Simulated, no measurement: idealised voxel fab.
Process module in this document: voxel gate over fins
We display cut, a cross-section 255 nm in width whose square cells are each 5 nm.
Cross-section layout: square cells on a grid; listed as bands, top to bottom; a band spans one or more cell rows.
Each band's line starts with the height of the band's top and of its bottom, in nm. Then come its materials from left to right, each with its width in nm. One material with "all across" fills the band from edge to edge. "air" is empty space.
Heights are expressed relative to 0, this being the level below which the as-received wafer comprises one material exclusively. The lowest band is unbounded in the downward direction and is denoted as in "0 -> down".
The notation "30 to 40" denotes a width that varies across the rows of cells in the band, beginning at the first number in the top row, finishing at the second number in the bottom row, and changing by an identical amount from each row to the next.
You'll sometimes find "same as before" written for a step, and that's the way of saying that nowhere in the cross-section did a cell change during that step.
Each empty space that has no open way to the top and spans at least 8 cells appears under "Enclosed void catalog" as width x height at distance, the distance counted from the left edge, all in nm.
Post-settings text on a step line: simulator's own remark regarding the step.
overlay nm: right-of-plan distance of the mask on a masked step; negative values mean left-of-plan.

INTENDED PROCESS STEPS
1. RECEIVE [material Si]
2. CONFORMAL_DEP [material SiN] [thk nm 10]
3. MASKED_ETCH [tone cover] [mask id FINS] [width nm 15] [pitch nm 60] [etch materials SiN] [depth nm 10] [overlay nm 0]
4. MASKED_ETCH [tone cover] [mask id FINS] [width nm 15] [pitch nm 60] [etch materials Si] [depth nm 35] [overlay nm 0]
5. OXIDIZE [depth nm 5]
6. FILL_DEP [material SiO2] [thk nm 10]
7. CMP [height nm 10]
8. PATTERN [tone open] [mask id RAIL] [material resist] [width nm 15] [thk nm 20] [overlay nm 0]
9. DIRECTIONAL_ETCH [etch materials SiO2] [depth nm 40]
10. STRIP [etch materials resist]
11. CONFORMAL_DEP [material TiN] [thk nm 5]
12. FILL_DEP [material Ru] [thk nm 5]
13. CMP [height nm 10]
14. SELECTIVE_ETCH [etch materials W Ru TiN] [depth nm 30]
15. FILL_DEP [material SiO2] [thk nm 5]
16. CMP [height nm 10]
17. SELECTIVE_ETCH [etch materials SiO2] [depth nm 25]
18. STRIP [etch materials SiN]
19. CONFORMAL_DEP [material HfO2] [thk nm 5]
20. CONFORMAL_DEP [material TiN] [thk nm 5]
21. FILL_DEP [material W] [thk nm 15]
22. CMP [height nm 20]
23. CONFORMAL_DEP [material SiCN] [thk nm 10]

AS RECEIVED (POST STEP 1): CROSS-SECTION
  0 -> down  Si all across
  Enclosed void catalog: none

STARTING STRUCTURE AND PROCESS PLAN ARE AS SHOWN ABOVE, BUT ONE MISTAKE WAS MADE IN RUNNING THE MODULE; THE WAFER CROSS-SECTION AT THE END OF THE MODULE FOLLOWS
  30 -> 20  SiCN all across
  20 -> 10  W all across
  10 -> 5  W=55, then TiN=25, then W=35, then TiN=25, then W=35, then TiN=25, then W=55
  5 -> 0  W=55, then TiN=5, then HfO2=15, then TiN=5, then W=35, then TiN=5, then HfO2=15, then TiN=5, then W=35, then TiN=5, then HfO2=15, then TiN=5, then W=55
  0 -> -5  W=55, then TiN=5, then HfO2=5, then Si=5, then HfO2=5, then TiN=5, then W=35, then TiN=5, then HfO2=5, then Si=5, then HfO2=5, then TiN=5, then W=35, then TiN=5, then HfO2=5, then Si=5, then HfO2=5, then TiN=5, then W=55
  -5 -> -10  TiN=45, then W=10, then TiN=5, then HfO2=5, then Si=5, then HfO2=5, then TiN=5, then W=35, then TiN=5, then HfO2=5, then Si=5, then HfO2=5, then TiN=5, then W=35, then TiN=5, then HfO2=5, then Si=5, then HfO2=5, then TiN=5, then W=10, then TiN=45
  -10 -> -15  HfO2=40, then TiN=5, then W=10, then TiN=5, then HfO2=5, then Si=5, then HfO2=5, then TiN=45, then HfO2=5, then Si=5, then HfO2=5, then TiN=5, then W=35, then TiN=5, then HfO2=5, then Si=5, then HfO2=5, then TiN=5, then W=10, then TiN=5, then HfO2=40
  -15 -> -20  SiO2=35, then HfO2=5, then TiN=20, then HfO2=5, then Si=5, then HfO2=5, then TiN=10, then HfO2=25, then TiN=10, then HfO2=5, then Si=5, then HfO2=5, then TiN=45, then HfO2=5, then Si=5, then HfO2=5, then TiN=20, then HfO2=5, then SiO2=35
  -20 -> -25  SiO2=35, then HfO2=30, then Si=5, then HfO2=20, then TiN=5, then Ru=5, then TiN=5, then HfO2=20, then Si=5, then HfO2=55, then Si=5, then HfO2=30, then SiO2=35
  -25 -> -30  SiO2=65, then Si=5, then SiO2=20, then TiN=15, then SiO2=20, then Si=5, then SiO2=55, then Si=5, then SiO2=65
  -30 -> -40  SiO2=65, then Si=5, then SiO2=55, then Si=5, then SiO2=55, then Si=5, then SiO2=65
  -40 -> down  Si all across
  Enclosed void catalog: none
It is concluded that the wafer was processed incorrectly with respect to the plan, in that so 17 and 18 got swapped relative to the plan, each ran where the other was supposed to
